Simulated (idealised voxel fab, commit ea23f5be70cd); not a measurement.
This is a process module. Its name is voxel transistor to metal.
The cross-section on display is named cut; it measures 270 nm wide, and its cells are 5 nm squares.
This document writes a cross-section as a grid whose cells are square, and gives it as bands, listed from the top down; one or more rows of cells form a band. In this notation a band is specified by the heights of its top and bottom, in that order and in nm, after which its materials appear from left to right, each paired with its width in nm. The word "all across" attached to a single material means that material fills the band from edge to edge; the word "empty" stands for empty space. Heads up on the height convention: 0 is the point under which the incoming wafer is all one material, and the lowest band has no bottom, it just keeps going down, like "0 down". With a width like "30->40", each row of cells in the band differs from the next by the same amount, the top row carrying the first number and the bottom row the second. Where the words "no modification" appear for a step, the cross-section shows no cell changed by that step; every cell remained as before. Fully sealed cavities: empty space of 8 cells or more with no open way to the top, each as width x height at its distance from the left edge, in nm. Formally, on a step line, whatever follows the settings is a remark that the simulator itself makes on the step. overlay nm: how far to the right of its planned place the mask lay on this masked step (negative: to the left).
-- Here's what the planned process steps look like
1: RECEIVE with material Si
2: CONFORMAL_DEP with material SiO2, thk nm 5
3: CONFORMAL_DEP with material SiN, thk nm 10
4: PATTERN with tone cover, mask id ACTIVE, material resist, width nm 95, pitch nm 125, thk nm 15, overlay nm 0
5: DIRECTIONAL_ETCH with etch materials SiN, depth nm 10
6: DIRECTIONAL_ETCH with etch materials SiO2, depth nm 5
7: DIRECTIONAL_ETCH with etch materials Si, depth nm 20
8: STRIP with etch materials resist
9: FILL_DEP with material SiO2, thk nm 15
10: CMP with height nm 15
11: SELECTIVE_ETCH with etch materials SiO2, depth nm 5
12: STRIP with etch materials SiN
13: SELECTIVE_ETCH with etch materials SiO2, depth nm 5
14: OXIDIZE with depth nm 5
15: DIRECTIONAL_DEP with material polySi, thk nm 25
16: DIRECTIONAL_DEP with material SiCN, thk nm 15
17: PATTERN with tone cover, mask id GATE, material resist, width nm 25, pitch nm 125, thk nm 20, overlay nm 0
18: DIRECTIONAL_ETCH with etch materials SiCN, depth nm 25
19: DIRECTIONAL_ETCH with etch materials polySi, depth nm 35
20: STRIP with etch materials resist
21: CONFORMAL_DEP with material SiO2, thk nm 5
22: DIRECTIONAL_ETCH with etch materials SiO2, depth nm 5
23: CONFORMAL_DEP with material SiN, thk nm 5
24: DIRECTIONAL_ETCH with etch materials SiN, depth nm 5
25: DIRECTIONAL_ETCH with etch materials SiO2, depth nm 5
26: DIRECTIONAL_ETCH with etch materials Si, depth nm 10
27: EPI with material nSi, thk nm 10
28: FILL_DEP with material SiO2, thk nm 10
29: CMP with height nm 30
30: DIRECTIONAL_DEP with material SiO2, thk nm 15
31: DIRECTIONAL_DEP with material aC, thk nm 10
32: PATTERN with tone open, mask id CONTACT, material resist, width nm 15, thk nm 30, overlay nm 0
33: DIRECTIONAL_ETCH with etch materials aC, depth nm 10
34: STRIP with etch materials resist
35: DIRECTIONAL_ETCH with etch materials SiO2, depth nm 50
36: STRIP with etch materials aC
37: CONFORMAL_DEP with material TiN, thk nm 5
38: FILL_DEP with material W, thk nm 10
39: CMP with height nm 55
40: CONFORMAL_DEP with material SiCN, thk nm 5
41: DIRECTIONAL_DEP with material SiO2, thk nm 20
42: DIRECTIONAL_DEP with material aC, thk nm 15
43: PATTERN with tone open, mask id METAL_1, material resist, width nm 15, thk nm 30, overlay nm 0
44: DIRECTIONAL_ETCH with etch materials aC, depth nm 15
45: STRIP with etch materials resist
46: DIRECTIONAL_ETCH with etch materials SiO2, depth nm 20
47: DIRECTIONAL_ETCH with etch materials SiCN, depth nm 5
48: STRIP with etch materials aC
49: CONFORMAL_DEP with material TiN, thk nm 5
50: FILL_DEP with material Cu, thk nm 5
51: CMP with height nm 80
52: EPI with material Ru, thk nm 5
53: FILL_DEP with material SiCN, thk nm 5
varied across the wafers: height nm of step 29. The plan shows the first wafer's value. All wafers start alike
-- Incoming state of the first of several wafers in cross-section: after step 1
  0 down = Si all across
  Fully sealed cavities: none
-- Cross-section, first of several wafers, end of module, after last step 53
  90 to 85 = SiCN all across
  85 to 80 = 25 SiCN, 25 Ru, 45 SiCN, 25 Ru, 30 SiCN, 25 Ru, 45 SiCN, 25 Ru, 25 SiCN
  80 to 60 = 30 SiO2, 5 TiN, 5 Cu, 5 TiN, 55 SiO2, 5 TiN, 5 Cu, 5 TiN, 40 SiO2, 5 TiN, 5 Cu, 5 TiN, 55 SiO2, 5 TiN, 5 Cu, 5 TiN, 30 SiO2
  60 to 55 = 30 SiCN, 15 TiN, 55 SiCN, 15 TiN, 40 SiCN, 15 TiN, 55 SiCN, 15 TiN, 30 SiCN
  55 to 50 = W all across
  50 to 45 = 35 TiN, 5 W, 65 TiN, 5 W, 50 TiN, 5 W, 65 TiN, 5 W, 35 TiN
  45 to 30 = 30 SiO2, 5 TiN, 5 W, 5 TiN, 55 SiO2, 5 TiN, 5 W, 5 TiN, 40 SiO2, 5 TiN, 5 W, 5 TiN, 55 SiO2, 5 TiN, 5 W, 5 TiN, 30 SiO2
  30 to 25 = 30 SiO2, 5 TiN, 5 W, 5 TiN, 5 SiO2, 5 SiN, 5 SiO2, 25 SiCN, 5 SiO2, 5 SiN, 5 SiO2, 5 TiN, 5 W, 5 TiN, 40 SiO2, 5 TiN, 5 W, 5 TiN, 5 SiO2, 5 SiN, 5 SiO2, 25 SiCN, 5 SiO2, 5 SiN, 5 SiO2, 5 TiN, 5 W, 5 TiN, 30 SiO2
  25 to 10 = 30 SiO2, 5 TiN, 5 W, 5 TiN, 5 SiO2, 5 SiN, 5 SiO2, 25 polySi, 5 SiO2, 5 SiN, 5 SiO2, 5 TiN, 5 W, 5 TiN, 40 SiO2, 5 TiN, 5 W, 5 TiN, 5 SiO2, 5 SiN, 5 SiO2, 25 polySi, 5 SiO2, 5 SiN, 5 SiO2, 5 TiN, 5 W, 5 TiN, 30 SiO2
  10 to 5 = 30 SiO2, 15 TiN, 5 SiO2, 5 SiN, 5 SiO2, 25 polySi, 5 SiO2, 5 SiN, 5 SiO2, 15 TiN, 40 SiO2, 15 TiN, 5 SiO2, 5 SiN, 5 SiO2, 25 polySi, 5 SiO2, 5 SiN, 5 SiO2, 15 TiN, 30 SiO2
  5 to 0 = 25 SiO2, 5 SiN, 20 nSi, 5 SiN, 5 SiO2, 25 polySi, 5 SiO2, 5 SiN, 20 nSi, 5 SiN, 30 SiO2, 5 SiN, 20 nSi, 5 SiN, 5 SiO2, 25 polySi, 5 SiO2, 5 SiN, 20 nSi, 5 SiN, 25 SiO2
  0 to -5 = 30 SiO2, 20 nSi, 45 SiO2, 20 nSi, 40 SiO2, 20 nSi, 45 SiO2, 20 nSi, 30 SiO2
  -5 to -15 = 25 SiO2, 5 Si, 20 nSi, 45 Si, 20 nSi, 5 Si, 30 SiO2, 5 Si, 20 nSi, 45 Si, 20 nSi, 5 Si, 25 SiO2
  -15 to -20 = 25 SiO2, 95 Si, 30 SiO2, 95 Si, 25 SiO2
  -20 down = Si all across
  Fully sealed cavities: none
-- Last wafer x-sec, end of module
  90 to 85 = SiCN all across
  85 to 80 = 25 SiCN, 25 Ru, 45 SiCN, 25 Ru, 30 SiCN, 25 Ru, 45 SiCN, 25 Ru, 25 SiCN
  80 to 60 = 30 SiO2, 5 TiN, 5 Cu, 5 TiN, 55 SiO2, 5 TiN, 5 Cu, 5 TiN, 40 SiO2, 5 TiN, 5 Cu, 5 TiN, 55 SiO2, 5 TiN, 5 Cu, 5 TiN, 30 SiO2
  60 to 55 = 30 SiCN, 15 TiN, 55 SiCN, 15 TiN, 40 SiCN, 15 TiN, 55 SiCN, 15 TiN, 30 SiCN
  55 to 40 = 30 SiO2, 5 TiN, 5 W, 5 TiN, 55 SiO2, 5 TiN, 5 W, 5 TiN, 40 SiO2, 5 TiN, 5 W, 5 TiN, 55 SiO2, 5 TiN, 5 W, 5 TiN, 30 SiO2
  40 to 25 = 30 SiO2, 5 TiN, 5 W, 5 TiN, 5 SiO2, 5 SiN, 5 SiO2, 25 SiCN, 5 SiO2, 5 SiN, 5 SiO2, 5 TiN, 5 W, 5 TiN, 40 SiO2, 5 TiN, 5 W, 5 TiN, 5 SiO2, 5 SiN, 5 SiO2, 25 SiCN, 5 SiO2, 5 SiN, 5 SiO2, 5 TiN, 5 W, 5 TiN, 30 SiO2
  25 to 20 = 30 SiO2, 5 TiN, 5 W, 5 TiN, 5 SiO2, 5 SiN, 5 SiO2, 25 polySi, 5 SiO2, 5 SiN, 5 SiO2, 5 TiN, 5 W, 5 TiN, 40 SiO2, 5 TiN, 5 W, 5 TiN, 5 SiO2, 5 SiN, 5 SiO2, 25 polySi, 5 SiO2, 5 SiN, 5 SiO2, 5 TiN, 5 W, 5 TiN, 30 SiO2
  20 to 15 = 30 SiO2, 15 TiN, 5 SiO2, 5 SiN, 5 SiO2, 25 polySi, 5 SiO2, 5 SiN, 5 SiO2, 15 TiN, 40 SiO2, 15 TiN, 5 SiO2, 5 SiN, 5 SiO2, 25 polySi, 5 SiO2, 5 SiN, 5 SiO2, 15 TiN, 30 SiO2
  15 to 5 = 50 SiO2, 5 SiN, 5 SiO2, 25 polySi, 5 SiO2, 5 SiN, 80 SiO2, 5 SiN, 5 SiO2, 25 polySi, 5 SiO2, 5 SiN, 50 SiO2
  5 to 0 = 25 SiO2, 5 SiN, 20 nSi, 5 SiN, 5 SiO2, 25 polySi, 5 SiO2, 5 SiN, 20 nSi, 5 SiN, 30 SiO2, 5 SiN, 20 nSi, 5 SiN, 5 SiO2, 25 polySi, 5 SiO2, 5 SiN, 20 nSi, 5 SiN, 25 SiO2
  0 to -5 = 30 SiO2, 20 nSi, 45 SiO2, 20 nSi, 40 SiO2, 20 nSi, 45 SiO2, 20 nSi, 30 SiO2
  -5 to -15 = 25 SiO2, 5 Si, 20 nSi, 45 Si, 20 nSi, 5 Si, 30 SiO2, 5 Si, 20 nSi, 45 Si, 20 nSi, 5 Si, 25 SiO2
  -15 to -20 = 25 SiO2, 95 Si, 30 SiO2, 95 Si, 25 SiO2
  -20 down = Si all across
  Fully sealed cavities: none
-- Wafer rows, end of module: cells per material gained (+) or lost (-) since receipt; closed voids last
height nm 30; +16 Cu; +20 Ru; -134 Si; +140 SiCN; +28 SiN; +540 SiO2; +162 TiN; +86 W; +64 nSi; +50 polySi; Fully sealed cavities: none
height nm 35; +16 Cu; +20 Ru; -134 Si; +150 SiCN; +32 SiN; +568 SiO2; +170 TiN; +36 W; +64 nSi; +50 polySi; Fully sealed cavities: none
height nm 40; +16 Cu; +20 Ru; -134 Si; +160 SiCN; +36 SiN; +596 SiO2; +128 TiN; +36 W; +64 nSi; +50 polySi; Fully sealed cavities: none
height nm 45; +16 Cu; +20 Ru; -134 Si; +160 SiCN; +36 SiN; +608 SiO2; +120 TiN; +32 W; +64 nSi; +50 polySi; Fully sealed cavities: none
height nm 50; +16 Cu; +20 Ru; -134 Si; +160 SiCN; +36 SiN; +620 SiO2; +112 TiN; +28 W; +64 nSi; +50 polySi; Fully sealed cavities: none
